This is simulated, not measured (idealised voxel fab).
process module | voxel self aligned contacts
Each square cell in cross-section cut measures 5 nm, and the section as a whole is 160 nm wide.
Heads up, the way a cross-section reads in here is a grid of square cells, handed over as bands from the top down, with every band being one or more rows of cells. Read a band's entry like this: the first values are the height of its top and the height of its bottom in nm, and what follows is the sequence of materials from left to right, each with its width in nm. Note that "empty" is empty space, and that a single material marked "full width" reaches across the band from edge to edge. For the purposes of this specification, 0 denotes the height below which the wafer in its as-received condition is composed wholly of one material, and the lowermost band, lacking a lower limit, extends downward without end, as expressed in "0 and below". Width "30->40": first value at the band's top row of cells, second value at its bottom row, equal change from row to row. What does "remained the same" mean for a step? It means no cell of the cross-section changed in that step. "Closed void entries" specifies each empty space that is not open to the top and that occupies no fewer than 8 cells, using the form width x height at distance, the distance measured from the left edge and all three quantities in nm. Read whatever lies past the settings on a step's line as the simulator's own remark about the step. overlay nm: mask offset rightward from planned place, masked step; negative means leftward offset.
## The process steps that were planned are listed below
- 1: RECEIVE with material Si
- 2: OXIDIZE with depth nm 5
- 3: DIRECTIONAL_DEP with material polySi, thk nm 30
- 4: DIRECTIONAL_DEP with material SiN, thk nm 25
- 5: PATTERN with tone cover, mask id GATE, material resist, width nm 35, pitch nm 70, thk nm 20, overlay nm 0
- 6: DIRECTIONAL_ETCH with etch materials SiN, depth nm 25
- 7: DIRECTIONAL_ETCH with etch materials polySi, depth nm 30
- 8: STRIP with etch materials resist
- 9: CONFORMAL_DEP with material SiN, thk nm 10
- 10: DIRECTIONAL_ETCH with etch materials SiN, depth nm 10
- 11: FILL_DEP with material SiO2, thk nm 15
- 12: CMP with height nm 65
- 13: DIRECTIONAL_DEP with material aC, thk nm 15
- 14: PATTERN with tone open, mask id CONTACT, material resist, width nm 45, thk nm 35, overlay nm 0
- 15: DIRECTIONAL_ETCH with etch materials aC, depth nm 15
- 16: STRIP with etch materials resist
- 17: DIRECTIONAL_ETCH with etch materials SiO2, depth nm 70
- 18: STRIP with etch materials aC
- 19: CONFORMAL_DEP with material TiN, thk nm 5
- 20: FILL_DEP with material W, thk nm 10
- 21: CMP with height nm 65
- 22: CONFORMAL_DEP with material SiN, thk nm 5
## As-received wafer cross-section (after step 1)
0 and below  Si full width
Closed void entries: none
## Cross-section, first of two wafers, end of module, run as planned
70 down to 65  SiN full width
65 down to 55  SiO2 55 nm, then TiN 5->20 nm, then W 35->5 nm, then TiN 5->20 nm, then SiO2 60 nm
55 down to 30  SiO2 15 nm, then SiN 55 nm, then TiN 5 nm, then W 5 nm, then TiN 5 nm, then SiN 55 nm, then SiO2 20 nm
30 down to 0  SiO2 15 nm, then SiN 10 nm, then polySi 35 nm, then SiN 10 nm, then TiN 5 nm, then W 5 nm, then TiN 5 nm, then SiN 10 nm, then polySi 35 nm, then SiN 10 nm, then SiO2 20 nm
0 down to -5  SiO2 70 nm, then TiN 15 nm, then SiO2 75 nm
-5 and below  Si full width
Closed void entries: none
## Wafer two, end of module, cross-section. Same start, same plan as wafer one. One mistake in the run
70 down to 65  SiN full width
65 down to 60  SiO2 55 nm, then TiN 5 nm, then W 35 nm, then TiN 5 nm, then SiO2 60 nm
60 down to 55  SiO2 55 nm, then TiN 45 nm, then SiO2 60 nm
55 down to 30  SiN 35 nm, then SiO2 15 nm, then SiN 55 nm, then SiO2 15 nm, then SiN 40 nm
30 down to 0  polySi 25 nm, then SiN 10 nm, then SiO2 15 nm, then SiN 10 nm, then polySi 35 nm, then SiN 10 nm, then SiO2 15 nm, then SiN 10 nm, then polySi 30 nm
0 down to -5  SiO2 full width
-5 and below  Si full width
Closed void entries: none
What broke from the plan during processing? step 5 did not use the planned setting and instead ran as PATTERN with tone open, mask id GATE, material resist, width nm 35, pitch nm 70, thk nm 20, overlay nm 0
Final cells, second wafer relative to first, materials higher or lower: SiN: 20 more, SiO2: 8 fewer, TiN: 24 fewer, W: 12 fewer, polySi: 24 more
